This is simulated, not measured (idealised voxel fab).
The name of this process module is voxel wiring stack.
Pictured: cross-section cut, 140 nm wide, on a grid of 5 nm square cells.
In what follows, cross-sections appear as grids of square cells, described through bands that run from the top down, where every band is one or more rows of cells.
Top, bottom (nm), then materials left to right with widths (nm); lone material tagged "throughout" fills the whole band edge to edge; "blank" = empty space.
Height 0 is the level under which the wafer as received is all one material. The lowest band goes on downwards, as in "z 0 and below".
A two-number width, for instance "30..40", indicates that the width is equal to the first number in the top row of the band and to the second number in the bottom row, and that it changes by a constant amount per row of cells.
"everything unchanged" (step): cross-section cells unchanged, all of them.
So "Entrapped void list" is basically the list of trapped voids: any empty space of 8 cells or more that can't reach the top through an opening. They're written width x height at distance, the distance being from the left edge, and it's all nm.
Where a step's line continues beyond its settings, the continuation is a remark by the simulator itself on that step.
On any step carrying a mask, the "overlay nm" setting, if present on the step's line, tells how far right of its planned place the mask lay; negative values point to the left.
So here's the lineup of process steps we planned
| 1 | RECEIVE: material Si |
| 2 | CONFORMAL_DEP: material SiO2, thk nm 10 |
| 3 | DIRECTIONAL_DEP: material TiN, thk nm 5 |
| 4 | DIRECTIONAL_DEP: material W, thk nm 20 |
| 5 | PATTERN: tone cover, mask id METAL_1, material resist, width nm 25, pitch nm 55, thk nm 15, overlay nm 0 |
| 6 | DIRECTIONAL_ETCH: etch materials W, depth nm 20 |
| 7 | DIRECTIONAL_ETCH: etch materials TiN, depth nm 5 |
| 8 | STRIP: etch materials resist |
| 9 | CONFORMAL_DEP: material SiCN, thk nm 5 |
| 10 | FILL_DEP: material lowk, thk nm 5 |
| 11 | CMP: height nm 35 |
| 12 | CONFORMAL_DEP: material SiCN, thk nm 5 |
| 13 | DIRECTIONAL_DEP: material lowk, thk nm 20 |
| 14 | PATTERN: tone open, mask id PLUG_1, material resist, width nm 15, pitch nm 55, thk nm 15, overlay nm 0 |
| 15 | DIRECTIONAL_ETCH: etch materials lowk, depth nm 20 |
| 16 | DIRECTIONAL_ETCH: etch materials SiCN, depth nm 5 |
| 17 | STRIP: etch materials resist |
| 18 | CONFORMAL_DEP: material TiN, thk nm 5 |
| 19 | FILL_DEP: material Cu, thk nm 5 |
| 20 | CMP: height nm 60 |
| 21 | DIRECTIONAL_DEP: material TiN, thk nm 5 |
| 22 | DIRECTIONAL_DEP: material Ru, thk nm 20 |
| 23 | PATTERN: tone cover, mask id METAL_2, material resist, width nm 25, pitch nm 55, thk nm 20, overlay nm 0 |
| 24 | DIRECTIONAL_ETCH: etch materials Ru, depth nm 20 |
| 25 | DIRECTIONAL_ETCH: etch materials TiN, depth nm 5 |
| 26 | STRIP: etch materials resist |
| 27 | CONFORMAL_DEP: material SiCN, thk nm 5 |
| 28 | FILL_DEP: material SiO2, thk nm 10 |
| 29 | CMP: height nm 85 |
| 30 | CONFORMAL_DEP: material SiCN, thk nm 5 |
| 31 | DIRECTIONAL_DEP: material lowk, thk nm 35 |
| 32 | DIRECTIONAL_DEP: material aC, thk nm 10 |
| 33 | PATTERN: tone open, mask id METAL_3_HOLES, material resist, width nm 15, thk nm 25, overlay nm 0 |
| 34 | DIRECTIONAL_ETCH: etch materials aC, depth nm 10 |
| 35 | STRIP: etch materials resist |
| 36 | DIRECTIONAL_ETCH: etch materials lowk, depth nm 35 |
| 37 | STRIP: etch materials aC |
| 38 | PATTERN: tone open, mask id METAL_3, material resist, width nm 25, pitch nm 55, thk nm 15, overlay nm 0 |
| 39 | DIRECTIONAL_ETCH: etch materials lowk, depth nm 20 |
| 40 | DIRECTIONAL_ETCH: etch materials SiCN, depth nm 5 |
| 41 | STRIP: etch materials resist |
| 42 | CONFORMAL_DEP: material TiN, thk nm 5 |
| 43 | FILL_DEP: material Cu, thk nm 10 |
| 44 | CMP: height nm 125 |
| 45 | CONFORMAL_DEP: material SiCN, thk nm 5 |
Received-state cross-section, reflecting completion of step 1
  z 0 and below = Si throughout
  Entrapped void list: none
End-of-module cross-section of the first of two wafers, processed as planned
  z 130 to 125 = SiCN throughout
  z 125 to 110 = 30 lowk, then 5 TiN, then 15 Cu, then 5 TiN, then 30 lowk, then 5 TiN, then 15 Cu, then 5 TiN, then 30 lowk
  z 110 to 105 = 30 lowk, then 5 TiN, then 5 Cu, then 15 TiN, then 30 lowk, then 25 TiN, then 30 lowk
  z 105 to 90 = 30 lowk, then 5 TiN, then 5 Cu, then 5 TiN, then 95 lowk
  z 90 to 85 = 30 SiCN, then 15 TiN, then 95 SiCN
  z 85 to 65 = 25 SiO2, then 5 SiCN, then 25 Ru, then 5 SiCN, then 20 SiO2, then 5 SiCN, then 25 Ru, then 5 SiCN, then 25 SiO2
  z 65 to 60 = 30 SiCN, then 25 TiN, then 30 SiCN, then 25 TiN, then 30 SiCN
  z 60 to 40 = 30 lowk, then 5 TiN, then 5 Cu, then 5 TiN, then 40 lowk, then 5 TiN, then 5 Cu, then 5 TiN, then 40 lowk
  z 40 to 35 = 30 SiCN, then 15 TiN, then 40 SiCN, then 15 TiN, then 40 SiCN
  z 35 to 15 = 25 lowk, then 5 SiCN, then 25 W, then 5 SiCN, then 20 lowk, then 5 SiCN, then 25 W, then 5 SiCN, then 25 lowk
  z 15 to 10 = 30 SiCN, then 25 TiN, then 30 SiCN, then 25 TiN, then 30 SiCN
  z 10 to 0 = SiO2 throughout
  z 0 and below = Si throughout
  Entrapped void list: none
Cross-section, wafer two of two, end of module: same start and plan as wafer one, one error in execution
  z 130 to 125 = SiCN throughout
  z 125 to 110 = 40 Cu, then 5 TiN, then 10 lowk, then 5 TiN, then 20 Cu, then 5 TiN, then 25 lowk, then 5 TiN, then 25 Cu
  z 110 to 105 = 35 TiN, then 5 Cu, then 5 TiN, then 10 lowk, then 30 TiN, then 25 lowk, then 30 TiN
  z 105 to 95 = 30 lowk, then 5 TiN, then 5 Cu, then 5 TiN, then 95 lowk
  z 95 to 90 = 30 lowk, then 15 TiN, then 95 lowk
  z 90 to 85 = SiCN throughout
  z 85 to 65 = 25 SiO2, then 5 SiCN, then 25 Ru, then 5 SiCN, then 20 SiO2, then 5 SiCN, then 25 Ru, then 5 SiCN, then 25 SiO2
  z 65 to 60 = 30 SiCN, then 25 TiN, then 30 SiCN, then 25 TiN, then 30 SiCN
  z 60 to 40 = 30 lowk, then 5 TiN, then 5 Cu, then 5 TiN, then 40 lowk, then 5 TiN, then 5 Cu, then 5 TiN, then 40 lowk
  z 40 to 35 = 30 SiCN, then 15 TiN, then 40 SiCN, then 15 TiN, then 40 SiCN
  z 35 to 15 = 25 lowk, then 5 SiCN, then 25 W, then 5 SiCN, then 20 lowk, then 5 SiCN, then 25 W, then 5 SiCN, then 25 lowk
  z 15 to 10 = 30 SiCN, then 25 TiN, then 30 SiCN, then 25 TiN, then 30 SiCN
  z 10 to 0 = SiO2 throughout
  z 0 and below = Si throughout
  Entrapped void list: none
Which mistake was made when the wafer was run? step 38 went in with a setting other than planned; the actual run was PATTERN: tone cover, mask id METAL_3, material resist, width nm 25, pitch nm 55, thk nm 15, overlay nm 0
Bottom line after processing is that, in cells, the second wafer is up or down on some materials versus the first: Cu: 32 more | SiCN: 3 more | TiN: 9 more | lowk: 44 fewer
